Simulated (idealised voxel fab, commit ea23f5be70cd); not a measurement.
process module | voxel double patterning
Cross-section cut spans 195 nm and uses square cells 5 nm in size.
A cross-section is a grid of square cells, given in bands from the top down. A band is one or more rows of cells.
The band entry comprises the height of the band's top followed by the height of its bottom, expressed in nm, and subsequently the band's materials from left to right, each stated together with its width in nm. Where a single material is marked with the word "full width", that material fills the band from edge to edge. The word "air" represents empty space.
The reference from which all heights are counted is 0, the level beneath which the as-received wafer is entirely one material; the lowest band, having no lower bound, proceeds downward and is written after the example "0..down".
Read "30..40" as a graded width: first number on top, second number at the bottom, same change between each pair of neighbouring rows.
Key: "nothing was modified" - step with no changed cell in the cross-section.
Look at "Sealed void listing" for the closed voids: empty spaces with no open path to the top, sized 8 cells or up. Each is width x height at distance, distance from the left edge, all nm.
The remark found on a step's line after its settings is issued by the simulator itself and pertains to that step.
overlay nm: for a step with a mask, the amount by which the mask lay right of where it was planned; a negative amount means left of it.

**Listed below are the process steps as planned**
1. RECEIVE (material Si)
2. CONFORMAL_DEP (material SiN; thk nm 5)
3. DIRECTIONAL_DEP (material SiO2; thk nm 15)
4. DIRECTIONAL_DEP (material SiCN; thk nm 5)
5. MASKED_ETCH (tone open; mask id FIRST; width nm 15; pitch nm 50; etch materials SiCN; depth nm 5; overlay nm 0)
6. PATTERN (tone open; mask id SECOND; material resist; width nm 15; pitch nm 50; thk nm 15; overlay nm 0)
7. DIRECTIONAL_ETCH (etch materials SiCN; depth nm 5)
8. STRIP (etch materials resist)
9. DIRECTIONAL_ETCH (etch materials SiO2; depth nm 15)
10. STRIP (etch materials SiCN)
varied across the wafers: width nm of step 5. The plan shows the first wafer's value. All wafers start alike

**Step 1 complete: as-received cross-section of the first of several wafers**
0..down | Si full width
Sealed void listing: none

**Here is how to read the rows: every wafer has a row, and it shows the wafer at the end of the module, giving for each material how many cells were gained (+) or lost (-) since the wafer was received, then listing its closed voids**
width nm 15 | +39 SiN | +72 SiO2 | Sealed void listing: none
width nm 20 | +39 SiN | +63 SiO2 | Sealed void listing: none
width nm 25 | +39 SiN | +54 SiO2 | Sealed void listing: none
width nm 30 | +39 SiN | +45 SiO2 | Sealed void listing: none
